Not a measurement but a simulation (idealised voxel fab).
process module | voxel double patterning
cross-section cut | 150 nm wide | cells 5 nm
A cross-section is a grid of square cells, given in bands from the top down. A band is one or more rows of cells.
Each band's line starts with the height of the band's top and of its bottom, in nm. Then come its materials from left to right, each with its width in nm. One material with "throughout" fills the band from edge to edge. "air" is empty space.
Height 0 is the level under which the wafer as received is all one material. The lowest band goes on downwards, as in "0 down".
A width such as "30 to 40" changes by the same amount from each row of cells to the next, from the band's top row to its bottom row.
"no change" after a step means that no cell of the cross-section changed.
closed voids: empty space of 8 cells or more with no open way to the top, each as width x height at its distance from the left edge, in nm
after a step's settings: what the simulator itself notes on the step
overlay nm, on a step with a mask: how far to the right of its planned place the mask lay; to the left if negative
plan
1 op RECEIVE | material Si
2 op CONFORMAL_DEP | material SiN | thk nm 5
3 op DIRECTIONAL_DEP | material SiO2 | thk nm 15
4 op DIRECTIONAL_DEP | material SiCN | thk nm 10
5 op PATTERN | tone open | mask id FIRST | material resist | width nm 15 | pitch nm 50 | thk nm 20 | overlay nm 0
6 op DIRECTIONAL_ETCH | etch materials SiCN | depth nm 10
7 op STRIP | etch materials resist
8 op MASKED_ETCH | tone open | mask id SECOND | width nm 15 | etch materials SiCN | depth nm 10 | overlay nm 0
9 op DIRECTIONAL_ETCH | etch materials SiO2 | depth nm 15
10 op STRIP | etch materials SiCN
as received, after step 1
  0 down: Si throughout
  closed voids: none
a wafer at the end: this start, this plan, one mistake
  20 to 5: air 65 | SiO2 15 | air 70
  5 to 0: SiN throughout
  0 down: Si throughout
  closed voids: none
what went wrong: step 8 ran as: op MASKED_ETCH | tone cover | mask id SECOND | width nm 15 | etch materials SiCN | depth nm 10 | overlay nm 0
